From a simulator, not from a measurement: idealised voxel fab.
Process module under the name voxel wiring stack
In the cross-section labelled cut, the width is 275 nm and each square cell is 5 nm.
In this document a cross-section is written as a grid of square cells. It is given as a series of bands, listed from the top down, and a band is one or more rows of cells.
Look at the band entry: it leads with the top's height and the bottom's height in nm. Then it lists the materials left to right, with a width in nm for each. The word "full width" on a single material says that material fills the band edge to edge. The word "blank" is empty space.
Convention: height 0 is the level below which the wafer, as received, is all one material. The lowest band does not terminate at the bottom but continues downward, represented as "z 0 and below".
So if you see something like "30..40" for the width, read it as the top row of the band sitting at the first number and the bottom row at the second, with every row in between moving by the same amount as the last.
What does "no alteration" mean for a step? It means no cell of the cross-section changed in that step.
In the "Enclosed voids" entry, you get each enclosed empty space of 8 cells or more, one with no open way to the top, written width x height at distance, distance from the left edge, in nm.
Past the settings on a step's line: simulator remark, on that step.
"overlay nm" on a masked step: distance the mask lay right of its planned place, negative for left.

STEPS PLANNED FOR THE PROCESS
1,RECEIVE | material Si
2,CONFORMAL_DEP | material SiO2 | thk nm 15
3,DIRECTIONAL_DEP | material TiN | thk nm 5
4,DIRECTIONAL_DEP | material Ru | thk nm 15
5,DIRECTIONAL_DEP | material aC | thk nm 15
6,PATTERN | tone cover | mask id METAL_1 | material resist | width nm 25 | pitch nm 40 | thk nm 35 | overlay nm 0
7,DIRECTIONAL_ETCH | etch materials aC | depth nm 15
8,STRIP | etch materials resist
9,DIRECTIONAL_ETCH | etch materials Ru | depth nm 15
10,DIRECTIONAL_ETCH | etch materials TiN | depth nm 5
11,STRIP | etch materials aC
12,FILL_DEP | material lowk | thk nm 5
13,CMP | height nm 35
14,CONFORMAL_DEP | material SiCN | thk nm 5
15,DIRECTIONAL_DEP | material lowk | thk nm 15
16,DIRECTIONAL_DEP | material aC | thk nm 15
17,PATTERN | tone open | mask id PLUG_1 | material resist | width nm 15 | pitch nm 40 | thk nm 35 | overlay nm 0
18,DIRECTIONAL_ETCH | etch materials aC | depth nm 15
19,STRIP | etch materials resist
20,DIRECTIONAL_ETCH | etch materials lowk | depth nm 15
21,DIRECTIONAL_ETCH | etch materials SiCN | depth nm 5
22,STRIP | etch materials aC
23,EPI | material Ru | thk nm 10
24,EPI | material Ru | thk nm 10
25,CONFORMAL_DEP | material SiN | thk nm 5
26,DIRECTIONAL_DEP | material SiO2 | thk nm 15
27,MASKED_ETCH | tone open | mask id METAL_2 | width nm 15 | pitch nm 40 | etch materials SiO2 | depth nm 15 | overlay nm 0
28,MASKED_ETCH | tone open | mask id METAL_2 | width nm 25 | pitch nm 40 | etch materials SiN | depth nm 5 | overlay nm 0
29,CONFORMAL_DEP | material TiN | thk nm 5
30,FILL_DEP | material Cu | thk nm 5
31,CMP | height nm 75
32,EPI | material Ru | thk nm 5
33,FILL_DEP | material SiCN | thk nm 5
34,DIRECTIONAL_DEP | material SiO2 | thk nm 35
35,MASKED_ETCH | tone open | mask id METAL_3 | width nm 25 | pitch nm 40 | etch materials SiO2 | depth nm 20 | overlay nm 0
36,DIRECTIONAL_DEP | material aC | thk nm 10
37,PATTERN | tone open | mask id METAL_3_HOLES | material resist | width nm 15 | pitch nm 80 | thk nm 30 | overlay nm 0
38,DIRECTIONAL_ETCH | etch materials aC | depth nm 10
39,STRIP | etch materials resist
40,DIRECTIONAL_ETCH | etch materials SiO2 | depth nm 15
41,DIRECTIONAL_ETCH | etch materials SiCN | depth nm 5
42,STRIP | etch materials aC
43,CONFORMAL_DEP | material TiN | thk nm 5
44,FILL_DEP | material Cu | thk nm 5
45,CMP | height nm 120
46,CONFORMAL_DEP | material SiN | thk nm 5
Split variable: width nm, step 27. Plan value = first wafer. Wafers start alike.

FIRST OF SEVERAL WAFERS (AS RECEIVED, POST STEP 1), CROSS-SECTIONAL VIEW
    z 0 and below = Si full width
    Enclosed voids: none

ONCE STEP 46, THE LAST STEP, IS COMPLETE, THE MODULE IS AT ITS END; THIS IS THE CROSS-SECTION OF THE FIRST OF SEVERAL WAFERS
    z 125 to 120 = SiN full width
    z 120 to 105 = SiO2 65 nm  TiN 5 nm  Cu 15 nm  TiN 5 nm  SiO2 15 nm  TiN 5 nm  Cu 15 nm  TiN 5 nm  SiO2 15 nm  TiN 5 nm  Cu 15 nm  TiN 5 nm  SiO2 15 nm  TiN 5 nm  Cu 15 nm  TiN 5 nm  SiO2 65 nm
    z 105 to 100 = SiO2 65 nm  TiN 5 nm  Cu 5 nm  TiN 15 nm  SiO2 15 nm  TiN 25 nm  SiO2 15 nm  TiN 5 nm  Cu 5 nm  TiN 15 nm  SiO2 15 nm  TiN 25 nm  SiO2 65 nm
    z 100 to 85 = SiO2 65 nm  TiN 5 nm  Cu 5 nm  TiN 5 nm  SiO2 65 nm  TiN 5 nm  Cu 5 nm  TiN 5 nm  SiO2 115 nm
    z 85 to 80 = SiCN 65 nm  TiN 15 nm  SiCN 65 nm  TiN 15 nm  SiCN 115 nm
    z 80 to 75 = SiCN 65 nm  Ru 25 nm  SiCN 15 nm  Ru 25 nm  SiCN 15 nm  Ru 25 nm  SiCN 15 nm  Ru 25 nm  SiCN 65 nm
    z 75 to 60 = SiO2 70 nm  TiN 5 nm  Cu 5 nm  TiN 5 nm  SiO2 25 nm  TiN 5 nm  Cu 5 nm  TiN 5 nm  SiO2 25 nm  TiN 5 nm  Cu 5 nm  TiN 5 nm  SiO2 25 nm  TiN 5 nm  Cu 5 nm  TiN 5 nm  SiO2 70 nm
    z 60 to 55 = SiN 70 nm  TiN 15 nm  SiN 25 nm  TiN 15 nm  SiN 25 nm  TiN 15 nm  SiN 25 nm  TiN 15 nm  SiN 70 nm
    z 55 to 40 = lowk 65 nm  Ru 15 nm  lowk 25 nm  Ru 15 nm  lowk 25 nm  Ru 15 nm  lowk 25 nm  Ru 15 nm  lowk 75 nm
    z 40 to 35 = SiCN 65 nm  Ru 15 nm  SiCN 25 nm  Ru 15 nm  SiCN 25 nm  Ru 15 nm  SiCN 25 nm  Ru 15 nm  SiCN 75 nm
    z 35 to 20 = lowk 65 nm  Ru 25 nm  lowk 15 nm  Ru 25 nm  lowk 15 nm  Ru 25 nm  lowk 15 nm  Ru 25 nm  lowk 65 nm
    z 20 to 15 = lowk 65 nm  TiN 25 nm  lowk 15 nm  TiN 25 nm  lowk 15 nm  TiN 25 nm  lowk 15 nm  TiN 25 nm  lowk 65 nm
    z 15 to 0 = SiO2 full width
    z 0 and below = Si full width
    Enclosed voids: none

CROSS-SECTION OF THE LAST WAFER AT END OF MODULE
    z 125 to 120 = SiN full width
    z 120 to 105 = SiO2 65 nm  TiN 5 nm  Cu 15 nm  TiN 5 nm  SiO2 15 nm  TiN 5 nm  Cu 15 nm  TiN 5 nm  SiO2 15 nm  TiN 5 nm  Cu 15 nm  TiN 5 nm  SiO2 15 nm  TiN 5 nm  Cu 15 nm  TiN 5 nm  SiO2 65 nm
    z 105 to 100 = SiO2 65 nm  TiN 5 nm  Cu 5 nm  TiN 15 nm  SiO2 15 nm  TiN 25 nm  SiO2 15 nm  TiN 5 nm  Cu 5 nm  TiN 15 nm  SiO2 15 nm  TiN 25 nm  SiO2 65 nm
    z 100 to 85 = SiO2 65 nm  TiN 5 nm  Cu 5 nm  TiN 5 nm  SiO2 65 nm  TiN 5 nm  Cu 5 nm  TiN 5 nm  SiO2 115 nm
    z 85 to 80 = SiCN 65 nm  TiN 15 nm  SiCN 65 nm  TiN 15 nm  SiCN 115 nm
    z 80 to 75 = SiCN 60 nm  Ru 35 nm  SiCN 5 nm  Ru 35 nm  SiCN 5 nm  Ru 35 nm  SiCN 5 nm  Ru 35 nm  SiCN 60 nm
    z 75 to 60 = SiO2 65 nm  TiN 5 nm  Cu 15 nm  TiN 5 nm  SiO2 15 nm  TiN 5 nm  Cu 15 nm  TiN 5 nm  SiO2 15 nm  TiN 5 nm  Cu 15 nm  TiN 5 nm  SiO2 15 nm  TiN 5 nm  Cu 15 nm  TiN 5 nm  SiO2 65 nm
    z 60 to 55 = SiN 65 nm  TiN 25 nm  SiN 15 nm  TiN 25 nm  SiN 15 nm  TiN 25 nm  SiN 15 nm  TiN 25 nm  SiN 65 nm
    z 55 to 40 = lowk 65 nm  Ru 15 nm  lowk 25 nm  Ru 15 nm  lowk 25 nm  Ru 15 nm  lowk 25 nm  Ru 15 nm  lowk 75 nm
    z 40 to 35 = SiCN 65 nm  Ru 15 nm  SiCN 25 nm  Ru 15 nm  SiCN 25 nm  Ru 15 nm  SiCN 25 nm  Ru 15 nm  SiCN 75 nm
    z 35 to 20 = lowk 65 nm  Ru 25 nm  lowk 15 nm  Ru 25 nm  lowk 15 nm  Ru 25 nm  lowk 15 nm  Ru 25 nm  lowk 65 nm
    z 20 to 15 = lowk 65 nm  TiN 25 nm  lowk 15 nm  TiN 25 nm  lowk 15 nm  TiN 25 nm  lowk 15 nm  TiN 25 nm  lowk 65 nm
    z 15 to 0 = SiO2 full width
    z 0 and below = Si full width
    Enclosed voids: none

THE ROWS OF THE TABLE BELOW ARE WAFERS. LOOKING AT THE END OF THE MODULE, A ROW COUNTS, FOR EVERY MATERIAL, THE CELLS THE WAFER HAS GAINED, SHOWN AS (+), OR LOST, SHOWN AS (-), SINCE IT WAS RECEIVED; ITS CLOSED VOIDS COME NEXT
width nm 15; +56 Cu; +128 Ru; +127 SiCN; +98 SiN; +581 SiO2; +116 TiN; +269 lowk; Enclosed voids: none
width nm 20; +68 Cu; +132 Ru; +123 SiCN; +94 SiN; +569 SiO2; +120 TiN; +269 lowk; Enclosed voids: none
width nm 25; +80 Cu; +136 Ru; +119 SiCN; +90 SiN; +557 SiO2; +124 TiN; +269 lowk; Enclosed voids: none
